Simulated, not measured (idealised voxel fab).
Process module under the name voxel self aligned contacts
In the cross-section labelled cut, the width is 265 nm and each square cell is 5 nm.
Format of a cross-section: grid, square cells. Given as bands. Order: top down. Band: one or more rows of cells. Band: top and bottom heights (nm) first, top before bottom; then materials from left to right, widths in nm. "edge to edge" marks a sole material filling the band edge to edge. "blank" denotes empty space. Basically, 0 is our baseline, since under it the wafer straight out of the box is all one material. The bottom band has no lower end and keeps on going down, so it looks like "0..down". A width such as "30..40" changes by the same amount from each row of cells to the next, from the band's top row to its bottom row. "all unchanged" after a step means that no cell of the cross-section changed. Heads up: "Closed voids list" only lists the empty pockets with no open path to the top that are 8 cells or more, and it writes them as width x height at distance, distance from the left edge, in nm. On a step's line, text after the settings is the simulator commenting on that step. The line of a step may include "overlay nm". On a step with a mask, this value is how far to the right of its planned place the mask lay. A negative value means the mask lay to the left. So the way this works: pairs, before and after one process step. The after picture only goes down to the lowest band that actually changed, nothing below. Step and its settings are under each pair. And watch out, pairs might come from different runs of this module, same starting wafer though, so a pair only follows on from the one above if its "Before-step section" entry tells you so.

Before-step section:
- 65..50 | SiO2 edge to edge
- 50..20 | 90 nm SiO2, 5 nm SiN, 25 nm polySi, 5 nm SiN, 15 nm SiO2, 5 nm SiN, 25 nm polySi, 5 nm SiN, 90 nm SiO2
- 20..5 | SiN edge to edge
- 5..0 | SiO2 edge to edge
- 0..down | Si edge to edge
- Closed voids list: none

Post-Step Section View:
- 55..50 | SiO2 edge to edge
- Below 50 it's all the same as before, nothing changed down there.
- Closed voids list: none
Can you say which step sits between the two cross-sections above? CMP (height nm 55)

Before-step section: The prior state of this step coincides with the post-step cross-section of the pair just above.

Post-Step Section View:
- 65..55 | aC edge to edge
- Below 55 it's all the same as before, nothing changed down there.
- Closed voids list: none
Can you say which step sits between the two cross-sections above? DIRECTIONAL_DEP (material aC; thk nm 10)

Before-step section: The prior state of this step coincides with the post-step cross-section of the pair just above.

Post-Step Section View:
- 95..65 | 115 nm resist, 35 nm blank, 115 nm resist
- Below 65 it's all the same as before, nothing changed down there.
- Closed voids list: none
Can you say which step sits between the two cross-sections above? PATTERN (tone open; mask id CONTACT; material resist; width nm 35; thk nm 30; overlay nm 0)

Before-step section: The prior state of this step coincides with the post-step cross-section of the pair just above.

Post-Step Section View:
- 85..65 | 115 nm resist, 35 nm blank, 115 nm resist
- 65..55 | 115 nm aC, 35 nm blank, 115 nm aC
- Below 55 it's all the same as before, nothing changed down there.
- Closed voids list: none
Can you say which step sits between the two cross-sections above? DIRECTIONAL_ETCH (etch materials aC; depth nm 10)

Before-step section: The prior state of this step coincides with the post-step cross-section of the pair just above.

Post-Step Section View:
- 65..55 | 115 nm aC, 35 nm blank, 115 nm aC
- Below 55 it's all the same as before, nothing changed down there.
- Closed voids list: none
Can you say which step sits between the two cross-sections above? STRIP (etch materials resist)

Before-step section: The prior state of this step coincides with the post-step cross-section of the pair just above.

Post-Step Section View:
- 65..55 | 115 nm aC, 35 nm blank, 115 nm aC
- 55..50 | 115 nm SiO2, 35 nm blank, 115 nm SiO2
- 50..20 | 90 nm SiO2, 5 nm SiN, 25 nm polySi, 5 nm SiN, 15 nm blank, 5 nm SiN, 25 nm polySi, 5 nm SiN, 90 nm SiO2
- Below 20 it's all the same as before, nothing changed down there.
- Closed voids list: none
Can you say which step sits between the two cross-sections above? DIRECTIONAL_ETCH (etch materials SiO2; depth nm 55)

Before-step section: The prior state of this step coincides with the post-step cross-section of the pair just above.

Post-Step Section View:
- 55..50 | 115 nm SiO2, 35 nm blank, 115 nm SiO2
- Below 50 it's all the same as before, nothing changed down there.
- Closed voids list: none
Can you say which step sits between the two cross-sections above? STRIP (etch materials aC)

Before-step section: The prior state of this step coincides with the post-step cross-section of the pair just above.

Post-Step Section View:
- 60..55 | 120 nm TiN, 25 nm blank, 120 nm TiN
- 55..50 | 115 nm SiO2, 15 nm TiN, 5 nm blank, 15 nm TiN, 115 nm SiO2
- 50..25 | 90 nm SiO2, 5 nm SiN, 25 nm polySi, 5 nm SiN, 5 nm TiN, 5 nm blank, 5 nm TiN, 5 nm SiN, 25 nm polySi, 5 nm SiN, 90 nm SiO2
- 25..20 | 90 nm SiO2, 5 nm SiN, 25 nm polySi, 5 nm SiN, 15 nm TiN, 5 nm SiN, 25 nm polySi, 5 nm SiN, 90 nm SiO2
- Below 20 it's all the same as before, nothing changed down there.
- Closed voids list: none
Can you say which step sits between the two cross-sections above? CONFORMAL_DEP (material TiN; thk nm 5)

Before-step section: The prior state of this step coincides with the post-step cross-section of the pair just above.

Post-Step Section View:
- 65..60 | W edge to edge
- 60..55 | 120 nm TiN, 25 nm W, 120 nm TiN
- 55..50 | 115 nm SiO2, 15 nm TiN, 5 nm W, 15 nm TiN, 115 nm SiO2
- 50..25 | 90 nm SiO2, 5 nm SiN, 25 nm polySi, 5 nm SiN, 5 nm TiN, 5 nm W, 5 nm TiN, 5 nm SiN, 25 nm polySi, 5 nm SiN, 90 nm SiO2
- Below 25 it's all the same as before, nothing changed down there.
- Closed voids list: none
Can you say which step sits between the two cross-sections above? FILL_DEP (material W; thk nm 5)

Before-step section: The prior state of this step coincides with the post-step cross-section of the pair just above.

Post-Step Section View:
- 55..50 | 115 nm SiO2, 15 nm TiN, 5 nm W, 15 nm TiN, 115 nm SiO2
- Below 50 it's all the same as before, nothing changed down there.
- Closed voids list: none
Can you say which step sits between the two cross-sections above? CMP (height nm 55)

Before-step section: The prior state of this step coincides with the post-step cross-section of the pair just above.

Post-Step Section View:
- 60..55 | SiN edge to edge
- Below 55 it's all the same as before, nothing changed down there.
- Closed voids list: none
Can you say which step sits between the two cross-sections above? CONFORMAL_DEP (material SiN; thk nm 5)

Before-step section:
- 35..5 | polySi edge to edge
- 5..0 | SiO2 edge to edge
- 0..down | Si edge to edge
- Closed voids list: none

Post-Step Section View:
- 60..35 | SiN edge to edge
- Below 35 it's all the same as before, nothing changed down there.
- Closed voids list: none
Can you say which step sits between the two cross-sections above? DIRECTIONAL_DEP (material SiN; thk nm 25)

Before-step section: The prior state of this step coincides with the post-step cross-section of the pair just above.

Post-Step Section View:
- 75..60 | aC edge to edge
- Below 60 it's all the same as before, nothing changed down there.
- Closed voids list: none
Can you say which step sits between the two cross-sections above? DIRECTIONAL_DEP (material aC; thk nm 15)

Before-step section: The prior state of this step coincides with the post-step cross-section of the pair just above.

Post-Step Section View:
- 105..75 | 95 nm blank, 25 nm resist, 25 nm blank, 25 nm resist, 95 nm blank
- Below 75 it's all the same as before, nothing changed down there.
- Closed voids list: none
Can you say which step sits between the two cross-sections above? PATTERN (tone cover; mask id GATE; material resist; width nm 25; pitch nm 50; thk nm 30; overlay nm 0)

Before-step section: The prior state of this step coincides with the post-step cross-section of the pair just above.

Post-Step Section View:
- 90..75 | 95 nm blank, 25 nm resist, 25 nm blank, 25 nm resist, 95 nm blank
- 75..60 | 95 nm blank, 25 nm aC, 25 nm blank, 25 nm aC, 95 nm blank
- Below 60 it's all the same as before, nothing changed down there.
- Closed voids list: none
Can you say which step sits between the two cross-sections above? DIRECTIONAL_ETCH (etch materials aC; depth nm 15)

Before-step section: The prior state of this step coincides with the post-step cross-section of the pair just above.

Post-Step Section View:
- 75..60 | 95 nm blank, 25 nm aC, 25 nm blank, 25 nm aC, 95 nm blank
- Below 60 it's all the same as before, nothing changed down there.
- Closed voids list: none
Can you say which step sits between the two cross-sections above? STRIP (etch materials resist)

Before-step section: The prior state of this step coincides with the post-step cross-section of the pair just above.

Post-Step Section View:
- 75..60 | 95 nm blank, 25 nm aC, 25 nm blank, 25 nm aC, 95 nm blank
- 60..45 | 95 nm blank, 25 nm SiN, 25 nm blank, 25 nm SiN, 95 nm blank
- Below 45 it's all the same as before, nothing changed down there.
- Closed voids list: none
Can you say which step sits between the two cross-sections above? DIRECTIONAL_ETCH (etch materials SiN; depth nm 15)

Before-step section: The prior state of this step coincides with the post-step cross-section of the pair just above.

Post-Step Section View:
- 60..45 | 95 nm blank, 25 nm SiN, 25 nm blank, 25 nm SiN, 95 nm blank
- Below 45 it's all the same as before, nothing changed down there.
- Closed voids list: none
Can you say which step sits between the two cross-sections above? STRIP (etch materials aC)

Before-step section: The prior state of this step coincides with the post-step cross-section of the pair just above.

Post-Step Section View:
- 65..50 | 90 nm blank, 35 nm SiN, 15 nm blank, 35 nm SiN, 90 nm blank
- 50..35 | SiN edge to edge
- Below 35 it's all the same as before, nothing changed down there.
- Closed voids list: none
Can you say which step sits between the two cross-sections above? CONFORMAL_DEP (material SiN; thk nm 5)

Before-step section: The prior state of this step coincides with the post-step cross-section of the pair just above.

Post-Step Section View:
- 60..45 | 90 nm blank, 35 nm SiN, 15 nm blank, 35 nm SiN, 90 nm blank
- Below 45 it's all the same as before, nothing changed down there.
- Closed voids list: none
Can you say which step sits between the two cross-sections above? DIRECTIONAL_ETCH (etch materials SiN; depth nm 5)

Before-step section: The prior state of this step coincides with the post-step cross-section of the pair just above.

Post-Step Section View:
- 75..60 | SiO2 edge to edge
- 60..45 | 90 nm SiO2, 35 nm SiN, 15 nm SiO2, 35 nm SiN, 90 nm SiO2
- Below 45 it's all the same as before, nothing changed down there.
- Closed voids list: none
Can you say which step sits between the two cross-sections above? FILL_DEP (material SiO2; thk nm 15)

Before-step section: The prior state of this step coincides with the post-step cross-section of the pair just above.

Post-Step Section View:
- 55..45 | 90 nm SiO2, 35 nm SiN, 15 nm SiO2, 35 nm SiN, 90 nm SiO2
- Below 45 it's all the same as before, nothing changed down there.
- Closed voids list: none
Can you say which step sits between the two cross-sections above? CMP (height nm 55)

Before-step section: The prior state of this step coincides with the post-step cross-section of the pair just above.

Post-Step Section View:
- 65..55 | aC edge to edge
- Below 55 it's all the same as before, nothing changed down there.
- Closed voids list: none
Can you say which step sits between the two cross-sections above? DIRECTIONAL_DEP (material aC; thk nm 10)

Before-step section: The prior state of this step coincides with the post-step cross-section of the pair just above.

Post-Step Section View:
- 95..65 | 115 nm resist, 35 nm blank, 115 nm resist
- Below 65 it's all the same as before, nothing changed down there.
- Closed voids list: none
Can you say which step sits between the two cross-sections above? PATTERN (tone open; mask id CONTACT; material resist; width nm 35; thk nm 30; overlay nm 0)

Before-step section: The prior state of this step coincides with the post-step cross-section of the pair just above.

Post-Step Section View:
- 85..65 | 115 nm resist, 35 nm blank, 115 nm resist
- 65..55 | 115 nm aC, 35 nm blank, 115 nm aC
- Below 55 it's all the same as before, nothing changed down there.
- Closed voids list: none
Can you say which step sits between the two cross-sections above? DIRECTIONAL_ETCH (etch materials aC; depth nm 10)

Before-step section: The prior state of this step coincides with the post-step cross-section of the pair just above.

Post-Step Section View:
- 65..55 | 115 nm aC, 35 nm blank, 115 nm aC
- Below 55 it's all the same as before, nothing changed down there.
- Closed voids list: none
Can you say which step sits between the two cross-sections above? STRIP (etch materials resist)

Before-step section: The prior state of this step coincides with the post-step cross-section of the pair just above.

Post-Step Section View:
- 65..55 | 115 nm aC, 35 nm blank, 115 nm aC
- 55..45 | 90 nm SiO2, 35 nm SiN, 15 nm blank, 35 nm SiN, 90 nm SiO2
- Below 45 it's all the same as before, nothing changed down there.
- Closed voids list: none
Can you say which step sits between the two cross-sections above? DIRECTIONAL_ETCH (etch materials SiO2; depth nm 55)

Before-step section: The prior state of this step coincides with the post-step cross-section of the pair just above.

Post-Step Section View:
- 55..45 | 90 nm SiO2, 35 nm SiN, 15 nm blank, 35 nm SiN, 90 nm SiO2
- Below 45 it's all the same as before, nothing changed down there.
- Closed voids list: none
Can you say which step sits between the two cross-sections above? STRIP (etch materials aC)

Before-step section: The prior state of this step coincides with the post-step cross-section of the pair just above.

Post-Step Section View:
- 60..55 | 130 nm TiN, 5 nm blank, 130 nm TiN
- 55..50 | 90 nm SiO2, 35 nm SiN, 5 nm TiN, 5 nm blank, 5 nm TiN, 35 nm SiN, 90 nm SiO2
- 50..45 | 90 nm SiO2, 35 nm SiN, 15 nm TiN, 35 nm SiN, 90 nm SiO2
- Below 45 it's all the same as before, nothing changed down there.
- Closed voids list: none
Can you say which step sits between the two cross-sections above? CONFORMAL_DEP (material TiN; thk nm 5)

Before-step section: The prior state of this step coincides with the post-step cross-section of the pair just above.

Post-Step Section View:
- 65..60 | W edge to edge
- 60..55 | 130 nm TiN, 5 nm W, 130 nm TiN
- 55..50 | 90 nm SiO2, 35 nm SiN, 5 nm TiN, 5 nm W, 5 nm TiN, 35 nm SiN, 90 nm SiO2
- Below 50 it's all the same as before, nothing changed down there.
- Closed voids list: none
Can you say which step sits between the two cross-sections above? FILL_DEP (material W; thk nm 5)

Before-step section: The prior state of this step coincides with the post-step cross-section of the pair just above.

Post-Step Section View:
- 55..50 | 90 nm SiO2, 35 nm SiN, 5 nm TiN, 5 nm W, 5 nm TiN, 35 nm SiN, 90 nm SiO2
- Below 50 it's all the same as before, nothing changed down there.
- Closed voids list: none
Can you say which step sits between the two cross-sections above? CMP (height nm 55)

Before-step section: The prior state of this step coincides with the post-step cross-section of the pair just above.

Post-Step Section View:
- 60..55 | SiN edge to edge
- Below 55 it's all the same as before, nothing changed down there.
- Closed voids list: none
Can you say which step sits between the two cross-sections above? CONFORMAL_DEP (material SiN; thk nm 5)

Before-step section:
- 65..50 | aC edge to edge
- 50..35 | SiN edge to edge
- 35..5 | polySi edge to edge
- 5..0 | SiO2 edge to edge
- 0..down | Si edge to edge
- Closed voids list: none

Post-Step Section View:
- 95..65 | 90 nm blank, 35 nm resist, 15 nm blank, 35 nm resist, 90 nm blank
- Below 65 it's all the same as before, nothing changed down there.
- Closed voids list: none
Can you say which step sits between the two cross-sections above? PATTERN (tone cover; mask id GATE; material resist; width nm 35; pitch nm 50; thk nm 30; overlay nm 0)

Before-step section: The prior state of this step coincides with the post-step cross-section of the pair just above.

Post-Step Section View:
- 80..65 | 90 nm blank, 35 nm resist, 15 nm blank, 35 nm resist, 90 nm blank
- 65..50 | 90 nm blank, 35 nm aC, 15 nm blank, 35 nm aC, 90 nm blank
- Below 50 it's all the same as before, nothing changed down there.
- Closed voids list: none
Can you say which step sits between the two cross-sections above? DIRECTIONAL_ETCH (etch materials aC; depth nm 15)

Before-step section: The prior state of this step coincides with the post-step cross-section of the pair just above.

Post-Step Section View:
- 65..50 | 90 nm blank, 35 nm aC, 15 nm blank, 35 nm aC, 90 nm blank
- Below 50 it's all the same as before, nothing changed down there.
- Closed voids list: none
Can you say which step sits between the two cross-sections above? STRIP (etch materials resist)

Before-step section: The prior state of this step coincides with the post-step cross-section of the pair just above.

Post-Step Section View:
- 65..50 | 90 nm blank, 35 nm aC, 15 nm blank, 35 nm aC, 90 nm blank
- 50..35 | 90 nm blank, 35 nm SiN, 15 nm blank, 35 nm SiN, 90 nm blank
- Below 35 it's all the same as before, nothing changed down there.
- Closed voids list: none
Can you say which step sits between the two cross-sections above? DIRECTIONAL_ETCH (etch materials SiN; depth nm 15)

Before-step section: The prior state of this step coincides with the post-step cross-section of the pair just above.

Post-Step Section View:
- 65..50 | 90 nm blank, 35 nm aC, 15 nm blank, 35 nm aC, 90 nm blank
- 50..35 | 90 nm blank, 35 nm SiN, 15 nm blank, 35 nm SiN, 90 nm blank
- 35..5 | 90 nm blank, 35 nm polySi, 15 nm blank, 35 nm polySi, 90 nm blank
- Below 5 it's all the same as before, nothing changed down there.
- Closed voids list: none
Can you say which step sits between the two cross-sections above? DIRECTIONAL_ETCH (etch materials polySi; depth nm 30)

Before-step section: The prior state of this step coincides with the post-step cross-section of the pair just above.

Post-Step Section View:
- 50..35 | 90 nm blank, 35 nm SiN, 15 nm blank, 35 nm SiN, 90 nm blank
- Below 35 it's all the same as before, nothing changed down there.
- Closed voids list: none
Can you say which step sits between the two cross-sections above? STRIP (etch materials aC)

Before-step section: The prior state of this step coincides with the post-step cross-section of the pair just above.

Post-Step Section View:
- 55..35 | 85 nm blank, 45 nm SiN, 5 nm blank, 45 nm SiN, 85 nm blank
- 35..10 | 85 nm blank, 5 nm SiN, 35 nm polySi, 5 nm SiN, 5 nm blank, 5 nm SiN, 35 nm polySi, 5 nm SiN, 85 nm blank
- 10..5 | 90 nm SiN, 35 nm polySi, 15 nm SiN, 35 nm polySi, 90 nm SiN
- Below 5 it's all the same as before, nothing changed down there.
- Closed voids list: none
Can you say which step sits between the two cross-sections above? CONFORMAL_DEP (material SiN; thk nm 5)

Before-step section: The prior state of this step coincides with the post-step cross-section of the pair just above.

Post-Step Section View:
- 50..35 | 85 nm blank, 45 nm SiN, 5 nm blank, 45 nm SiN, 85 nm blank
- 35..5 | 85 nm blank, 5 nm SiN, 35 nm polySi, 5 nm SiN, 5 nm blank, 5 nm SiN, 35 nm polySi, 5 nm SiN, 85 nm blank
- Below 5 it's all the same as before, nothing changed down there.
- Closed voids list: none
Can you say which step sits between the two cross-sections above? DIRECTIONAL_ETCH (etch materials SiN; depth nm 5)

Before-step section: The prior state of this step coincides with the post-step cross-section of the pair just above.

Post-Step Section View:
- 65..50 | SiO2 edge to edge
- 50..35 | 85 nm SiO2, 45 nm SiN, 5 nm SiO2, 45 nm SiN, 85 nm SiO2
- 35..5 | 85 nm SiO2, 5 nm SiN, 35 nm polySi, 5 nm SiN, 5 nm SiO2, 5 nm SiN, 35 nm polySi, 5 nm SiN, 85 nm SiO2
- Below 5 it's all the same as before, nothing changed down there.
- Closed voids list: none
Can you say which step sits between the two cross-sections above? FILL_DEP (material SiO2; thk nm 15)

Before-step section: The prior state of this step coincides with the post-step cross-section of the pair just above.

Post-Step Section View:
- 55..50 | SiO2 edge to edge
- Below 50 it's all the same as before, nothing changed down there.
- Closed voids list: none
Can you say which step sits between the two cross-sections above? CMP (height nm 55)

Before-step section: The prior state of this step coincides with the post-step cross-section of the pair just above.

Post-Step Section View:
- 65..55 | aC edge to edge
- Below 55 it's all the same as before, nothing changed down there.
- Closed voids list: none
Can you say which step sits between the two cross-sections above? DIRECTIONAL_DEP (material aC; thk nm 10)

Before-step section: The prior state of this step coincides with the post-step cross-section of the pair just above.

Post-Step Section View:
- 95..65 | 115 nm resist, 35 nm blank, 115 nm resist
- Below 65 it's all the same as before, nothing changed down there.
- Closed voids list: none
Can you say which step sits between the two cross-sections above? PATTERN (tone open; mask id CONTACT; material resist; width nm 35; thk nm 30; overlay nm 0)

Before-step section: The prior state of this step coincides with the post-step cross-section of the pair just above.

Post-Step Section View:
- 85..65 | 115 nm resist, 35 nm blank, 115 nm resist
- 65..55 | 115 nm aC, 35 nm blank, 115 nm aC
- Below 55 it's all the same as before, nothing changed down there.
- Closed voids list: none
Can you say which step sits between the two cross-sections above? DIRECTIONAL_ETCH (etch materials aC; depth nm 10)

Before-step section: The prior state of this step coincides with the post-step cross-section of the pair just above.

Post-Step Section View:
- 65..55 | 115 nm aC, 35 nm blank, 115 nm aC
- Below 55 it's all the same as before, nothing changed down there.
- Closed voids list: none
Can you say which step sits between the two cross-sections above? STRIP (etch materials resist)

Before-step section: The prior state of this step coincides with the post-step cross-section of the pair just above.

Post-Step Section View:
- 65..55 | 115 nm aC, 35 nm blank, 115 nm aC
- 55..50 | 115 nm SiO2, 35 nm blank, 115 nm SiO2
- 50..35 | 85 nm SiO2, 45 nm SiN, 5 nm blank, 45 nm SiN, 85 nm SiO2
- 35..5 | 85 nm SiO2, 5 nm SiN, 35 nm polySi, 5 nm SiN, 5 nm blank, 5 nm SiN, 35 nm polySi, 5 nm SiN, 85 nm SiO2
- 5..0 | 130 nm SiO2, 5 nm blank, 130 nm SiO2
- Below 0 it's all the same as before, nothing changed down there.
- Closed voids list: none
Can you say which step sits between the two cross-sections above? DIRECTIONAL_ETCH (etch materials SiO2; depth nm 55)

Before-step section: The prior state of this step coincides with the post-step cross-section of the pair just above.

Post-Step Section View:
- 55..50 | 115 nm SiO2, 35 nm blank, 115 nm SiO2
- Below 50 it's all the same as before, nothing changed down there.
- Closed voids list: none
Can you say which step sits between the two cross-sections above? STRIP (etch materials aC)

Before-step section: The prior state of this step coincides with the post-step cross-section of the pair just above.

Post-Step Section View:
- 60..55 | 120 nm TiN, 25 nm blank, 120 nm TiN
- 55..50 | 115 nm SiO2, 35 nm TiN, 115 nm SiO2
- 50..35 | 85 nm SiO2, 45 nm SiN, 5 nm TiN, 45 nm SiN, 85 nm SiO2
- 35..5 | 85 nm SiO2, 5 nm SiN, 35 nm polySi, 5 nm SiN, 5 nm TiN, 5 nm SiN, 35 nm polySi, 5 nm SiN, 85 nm SiO2
- 5..0 | 130 nm SiO2, 5 nm TiN, 130 nm SiO2
- Below 0 it's all the same as before, nothing changed down there.
- Closed voids list: none
Can you say which step sits between the two cross-sections above? CONFORMAL_DEP (material TiN; thk nm 5)

Before-step section: The prior state of this step coincides with the post-step cross-section of the pair just above.

Post-Step Section View:
- 65..60 | W edge to edge
- 60..55 | 120 nm TiN, 25 nm W, 120 nm TiN
- Below 55 it's all the same as before, nothing changed down there.
- Closed voids list: none
Can you say which step sits between the two cross-sections above? FILL_DEP (material W; thk nm 5)

Before-step section: The prior state of this step coincides with the post-step cross-section of the pair just above.

Post-Step Section View:
- 55..50 | 115 nm SiO2, 35 nm TiN, 115 nm SiO2
- Below 50 it's all the same as before, nothing changed down there.
- Closed voids list: none
Can you say which step sits between the two cross-sections above? CMP (height nm 55)

Before-step section: The prior state of this step coincides with the post-step cross-section of the pair just above.

Post-Step Section View:
- 60..55 | SiN edge to edge
- Below 55 it's all the same as before, nothing changed down there.
- Closed voids list: none
Can you say which step sits between the two cross-sections above? CONFORMAL_DEP (material SiN; thk nm 5)

Before-step section:
- 65..50 | aC edge to edge
- 50..35 | SiN edge to edge
- 35..5 | polySi edge to edge
- 5..0 | SiO2 edge to edge
- 0..down | Si edge to edge
- Closed voids list: none

Post-Step Section View:
- 95..65 | 100 nm blank, 25 nm resist, 25 nm blank, 25 nm resist, 90 nm blank
- Below 65 it's all the same as before, nothing changed down there.
- Closed voids list: none
Can you say which step sits between the two cross-sections above? PATTERN (tone cover; mask id GATE; material resist; width nm 25; pitch nm 50; thk nm 30; overlay nm 5)

Before-step section: The prior state of this step coincides with the post-step cross-section of the pair just above.

Post-Step Section View:
- 80..65 | 100 nm blank, 25 nm resist, 25 nm blank, 25 nm resist, 90 nm blank
- 65..50 | 100 nm blank, 25 nm aC, 25 nm blank, 25 nm aC, 90 nm blank
- Below 50 it's all the same as before, nothing changed down there.
- Closed voids list: none
Can you say which step sits between the two cross-sections above? DIRECTIONAL_ETCH (etch materials aC; depth nm 15)

Before-step section: The prior state of this step coincides with the post-step cross-section of the pair just above.

Post-Step Section View:
- 65..50 | 100 nm blank, 25 nm aC, 25 nm blank, 25 nm aC, 90 nm blank
- Below 50 it's all the same as before, nothing changed down there.
- Closed voids list: none
Can you say which step sits between the two cross-sections above? STRIP (etch materials resist)

Before-step section: The prior state of this step coincides with the post-step cross-section of the pair just above.

Post-Step Section View:
- 65..50 | 100 nm blank, 25 nm aC, 25 nm blank, 25 nm aC, 90 nm blank
- 50..35 | 100 nm blank, 25 nm SiN, 25 nm blank, 25 nm SiN, 90 nm blank
- Below 35 it's all the same as before, nothing changed down there.
- Closed voids list: none
Can you say which step sits between the two cross-sections above? DIRECTIONAL_ETCH (etch materials SiN; depth nm 15)

Before-step section: The prior state of this step coincides with the post-step cross-section of the pair just above.

Post-Step Section View:
- 65..50 | 100 nm blank, 25 nm aC, 25 nm blank, 25 nm aC, 90 nm blank
- 50..35 | 100 nm blank, 25 nm SiN, 25 nm blank, 25 nm SiN, 90 nm blank
- 35..5 | 100 nm blank, 25 nm polySi, 25 nm blank, 25 nm polySi, 90 nm blank
- Below 5 it's all the same as before, nothing changed down there.
- Closed voids list: none
Can you say which step sits between the two cross-sections above? DIRECTIONAL_ETCH (etch materials polySi; depth nm 30)

Before-step section: The prior state of this step coincides with the post-step cross-section of the pair just above.

Post-Step Section View:
- 50..35 | 100 nm blank, 25 nm SiN, 25 nm blank, 25 nm SiN, 90 nm blank
- Below 35 it's all the same as before, nothing changed down there.
- Closed voids list: none
Can you say which step sits between the two cross-sections above? STRIP (etch materials aC)

Before-step section: The prior state of this step coincides with the post-step cross-section of the pair just above.

Post-Step Section View:
- 55..35 | 95 nm blank, 35 nm SiN, 15 nm blank, 35 nm SiN, 85 nm blank
- 35..10 | 95 nm blank, 5 nm SiN, 25 nm polySi, 5 nm SiN, 15 nm blank, 5 nm SiN, 25 nm polySi, 5 nm SiN, 85 nm blank
- 10..5 | 100 nm SiN, 25 nm polySi, 25 nm SiN, 25 nm polySi, 90 nm SiN
- Below 5 it's all the same as before, nothing changed down there.
- Closed voids list: none
Can you say which step sits between the two cross-sections above? CONFORMAL_DEP (material SiN; thk nm 5)

Before-step section: The prior state of this step coincides with the post-step cross-section of the pair just above.

Post-Step Section View:
- 50..35 | 95 nm blank, 35 nm SiN, 15 nm blank, 35 nm SiN, 85 nm blank
- 35..5 | 95 nm blank, 5 nm SiN, 25 nm polySi, 5 nm SiN, 15 nm blank, 5 nm SiN, 25 nm polySi, 5 nm SiN, 85 nm blank
- Below 5 it's all the same as before, nothing changed down there.
- Closed voids list: none
Can you say which step sits between the two cross-sections above? DIRECTIONAL_ETCH (etch materials SiN; depth nm 5)

Before-step section: The prior state of this step coincides with the post-step cross-section of the pair just above.

Post-Step Section View:
- 65..50 | SiO2 edge to edge
- 50..35 | 95 nm SiO2, 35 nm SiN, 15 nm SiO2, 35 nm SiN, 85 nm SiO2
- 35..5 | 95 nm SiO2, 5 nm SiN, 25 nm polySi, 5 nm SiN, 15 nm SiO2, 5 nm SiN, 25 nm polySi, 5 nm SiN, 85 nm SiO2
- Below 5 it's all the same as before, nothing changed down there.
- Closed voids list: none
Can you say which step sits between the two cross-sections above? FILL_DEP (material SiO2; thk nm 15)

Before-step section: The prior state of this step coincides with the post-step cross-section of the pair just above.

Post-Step Section View:
- 55..50 | SiO2 edge to edge
- Below 50 it's all the same as before, nothing changed down there.
- Closed voids list: none
Can you say which step sits between the two cross-sections above? CMP (height nm 55)

Before-step section: The prior state of this step coincides with the post-step cross-section of the pair just above.

Post-Step Section View:
- 65..55 | aC edge to edge
- Below 55 it's all the same as before, nothing changed down there.
- Closed voids list: none
Can you say which step sits between the two cross-sections above? DIRECTIONAL_DEP (material aC; thk nm 10)

Before-step section: The prior state of this step coincides with the post-step cross-section of the pair just above.

Post-Step Section View:
- 95..65 | 115 nm resist, 35 nm blank, 115 nm resist
- Below 65 it's all the same as before, nothing changed down there.
- Closed voids list: none
Can you say which step sits between the two cross-sections above? PATTERN (tone open; mask id CONTACT; material resist; width nm 35; thk nm 30; overlay nm 0)

Before-step section: The prior state of this step coincides with the post-step cross-section of the pair just above.

Post-Step Section View:
- 85..65 | 115 nm resist, 35 nm blank, 115 nm resist
- 65..55 | 115 nm aC, 35 nm blank, 115 nm aC
- Below 55 it's all the same as before, nothing changed down there.
- Closed voids list: none
Can you say which step sits between the two cross-sections above? DIRECTIONAL_ETCH (etch materials aC; depth nm 10)

Before-step section: The prior state of this step coincides with the post-step cross-section of the pair just above.

Post-Step Section View:
- 65..55 | 115 nm aC, 35 nm blank, 115 nm aC
- Below 55 it's all the same as before, nothing changed down there.
- Closed voids list: none
Can you say which step sits between the two cross-sections above? STRIP (etch materials resist)

Before-step section: The prior state of this step coincides with the post-step cross-section of the pair just above.

Post-Step Section View:
- 65..55 | 115 nm aC, 35 nm blank, 115 nm aC
- 55..50 | 115 nm SiO2, 35 nm blank, 115 nm SiO2
- 50..35 | 95 nm SiO2, 35 nm SiN, 15 nm blank, 35 nm SiN, 85 nm SiO2
- 35..5 | 95 nm SiO2, 5 nm SiN, 25 nm polySi, 5 nm SiN, 15 nm blank, 5 nm SiN, 25 nm polySi, 5 nm SiN, 85 nm SiO2
- 5..0 | 130 nm SiO2, 15 nm blank, 120 nm SiO2
- Below 0 it's all the same as before, nothing changed down there.
- Closed voids list: none
Can you say which step sits between the two cross-sections above? DIRECTIONAL_ETCH (etch materials SiO2; depth nm 55)

Before-step section: The prior state of this step coincides with the post-step cross-section of the pair just above.

Post-Step Section View:
- 55..50 | 115 nm SiO2, 35 nm blank, 115 nm SiO2
- Below 50 it's all the same as before, nothing changed down there.
- Closed voids list: none
Can you say which step sits between the two cross-sections above? STRIP (etch materials aC)

Before-step section: The prior state of this step coincides with the post-step cross-section of the pair just above.

Post-Step Section View:
- 60..55 | 120 nm TiN, 25 nm blank, 120 nm TiN
- 55..50 | 115 nm SiO2, 20 nm TiN, 5 nm blank, 10 nm TiN, 115 nm SiO2
- 50..35 | 95 nm SiO2, 35 nm SiN, 5 nm TiN, 5 nm blank, 5 nm TiN, 35 nm SiN, 85 nm SiO2
- 35..5 | 95 nm SiO2, 5 nm SiN, 25 nm polySi, 5 nm SiN, 5 nm TiN, 5 nm blank, 5 nm TiN, 5 nm SiN, 25 nm polySi, 5 nm SiN, 85 nm SiO2
- 5..0 | 130 nm SiO2, 15 nm TiN, 120 nm SiO2
- Below 0 it's all the same as before, nothing changed down there.
- Closed voids list: none
Can you say which step sits between the two cross-sections above? CONFORMAL_DEP (material TiN; thk nm 5)

Before-step section: The prior state of this step coincides with the post-step cross-section of the pair just above.

Post-Step Section View:
- 65..60 | W edge to edge
- 60..55 | 120 nm TiN, 25 nm W, 120 nm TiN
- 55..50 | 115 nm SiO2, 20 nm TiN, 5 nm W, 10 nm TiN, 115 nm SiO2
- 50..35 | 95 nm SiO2, 35 nm SiN, 5 nm TiN, 5 nm W, 5 nm TiN, 35 nm SiN, 85 nm SiO2
- 35..5 | 95 nm SiO2, 5 nm SiN, 25 nm polySi, 5 nm SiN, 5 nm TiN, 5 nm W, 5 nm TiN, 5 nm SiN, 25 nm polySi, 5 nm SiN, 85 nm SiO2
- Below 5 it's all the same as before, nothing changed down there.
- Closed voids list: none
Can you say which step sits between the two cross-sections above? FILL_DEP (material W; thk nm 5)

Before-step section: The prior state of this step coincides with the post-step cross-section of the pair just above.

Post-Step Section View:
- 55..50 | 115 nm SiO2, 20 nm TiN, 5 nm W, 10 nm TiN, 115 nm SiO2
- Below 50 it's all the same as before, nothing changed down there.
- Closed voids list: none
Can you say which step sits between the two cross-sections above? CMP (height nm 55)
